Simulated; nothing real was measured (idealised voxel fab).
Herein follows the process module entitled voxel gate over fins.
Displayed cross-section: cut, width of 215 nm, square cells sized 5 nm.
Cross-section format: a grid of square cells, given as bands from top to bottom; each band is one or more rows of cells.
In this notation a band is specified by the heights of its top and bottom, in that order and in nm, after which its materials appear from left to right, each paired with its width in nm. The word "everywhere" attached to a single material means that material fills the band from edge to edge; the word "blank" stands for empty space.
The level at which height equals 0 is the one under which the wafer, as it arrives, is entirely one material. No lower edge exists for the bottom band, which continues downward and is notated as in "from 0 down".
It should be noted that a width expressed as "30 to 40" varies in equal increments from row to row of cells within the band, taking the value of the first number at the top row and that of the second number at the bottom row.
No cell of the cross-section changed in a step that is given as "remains unaltered".
For the entry "Unvented voids", the listed items are empty spaces with no open way to the top whose size is 8 cells or more; each item follows the pattern width x height at distance, where distance is from the left edge and all three are in nm.
Formally, on a step line, whatever follows the settings is a remark that the simulator itself makes on the step.
The setting "overlay nm" may be written on the line of a step. When the step uses a mask, the value reports how far to the right of the planned place the mask lay, and a negative value reports that it lay to the left.

**Process steps (planned)**
| 1 | RECEIVE,material Si |
| 2 | CONFORMAL_DEP,material SiN,thk nm 10 |
| 3 | DIRECTIONAL_DEP,material aC,thk nm 10 |
| 4 | PATTERN,tone cover,mask id FINS,material resist,width nm 15,pitch nm 40,thk nm 30,overlay nm 0 |
| 5 | DIRECTIONAL_ETCH,etch materials aC,depth nm 10 |
| 6 | STRIP,etch materials resist |
| 7 | DIRECTIONAL_ETCH,etch materials SiN,depth nm 10 |
| 8 | DIRECTIONAL_ETCH,etch materials Si,depth nm 30 |
| 9 | STRIP,etch materials aC |
| 10 | OXIDIZE,depth nm 5 |
| 11 | FILL_DEP,material SiO2,thk nm 5 |
| 12 | CMP,height nm 10 |
| 13 | SELECTIVE_ETCH,etch materials SiO2,depth nm 20 |
| 14 | STRIP,etch materials SiN |
| 15 | CONFORMAL_DEP,material HfO2,thk nm 5 |
| 16 | CONFORMAL_DEP,material TiN,thk nm 5 |
| 17 | FILL_DEP,material W,thk nm 10 |
| 18 | CMP,height nm 15 |
| 19 | CONFORMAL_DEP,material SiCN,thk nm 5 |

**This is the cross-section of the wafer as we received it, i.e. after step 1**
	from 0 down = Si everywhere
	Unvented voids: none

**Cross-sectional view of the first of the two wafers upon completion of the module, processed in accordance with the plan**
	from 20 to 15 = SiCN everywhere
	from 15 to 10 = W everywhere
	from 10 to 5 = W 55 | TiN 25 | W 15 | TiN 25 | W 15 | TiN 25 | W 55
	from 5 to 0 = W 55 | TiN 5 | HfO2 15 | TiN 5 | W 15 | TiN 5 | HfO2 15 | TiN 5 | W 15 | TiN 5 | HfO2 15 | TiN 5 | W 55
	from 0 to -5 = TiN 60 | HfO2 5 | Si 5 | HfO2 5 | TiN 25 | HfO2 5 | Si 5 | HfO2 5 | TiN 25 | HfO2 5 | Si 5 | HfO2 5 | TiN 60
	from -5 to -10 = HfO2 65 | Si 5 | HfO2 35 | Si 5 | HfO2 35 | Si 5 | HfO2 65
	from -10 to -35 = SiO2 65 | Si 5 | SiO2 35 | Si 5 | SiO2 35 | Si 5 | SiO2 65
	from -35 down = Si everywhere
	Unvented voids: none

**This is the second of the two wafers, cross-sectioned at the end of the module; it started exactly like the first and was given the same plan, but it was run with one mistake**
	from 20 to 15 = SiCN everywhere
	from 15 to 10 = W everywhere
	from 10 to 5 = W 45 | TiN 25 | W 15 | TiN 25 | W 15 | TiN 25 | W 65
	from 5 to 0 = W 45 | TiN 5 | HfO2 15 | TiN 5 | W 15 | TiN 5 | HfO2 15 | TiN 5 | W 15 | TiN 5 | HfO2 15 | TiN 5 | W 65
	from 0 to -5 = TiN 50 | HfO2 5 | Si 5 | HfO2 5 | TiN 25 | HfO2 5 | Si 5 | HfO2 5 | TiN 25 | HfO2 5 | Si 5 | HfO2 5 | TiN 70
	from -5 to -10 = HfO2 55 | Si 5 | HfO2 35 | Si 5 | HfO2 35 | Si 5 | HfO2 75
	from -10 to -35 = SiO2 55 | Si 5 | SiO2 35 | Si 5 | SiO2 35 | Si 5 | SiO2 75
	from -35 down = Si everywhere
	Unvented voids: none
The mistake made against the process plan was this: in deviation from the planned setting, step 4 was conducted as PATTERN,tone cover,mask id FINS,material resist,width nm 15,pitch nm 40,thk nm 30,overlay nm -10
At the end, each material covers as many cells on the second wafer as it does on the first, though the cells it covers are elsewhere.
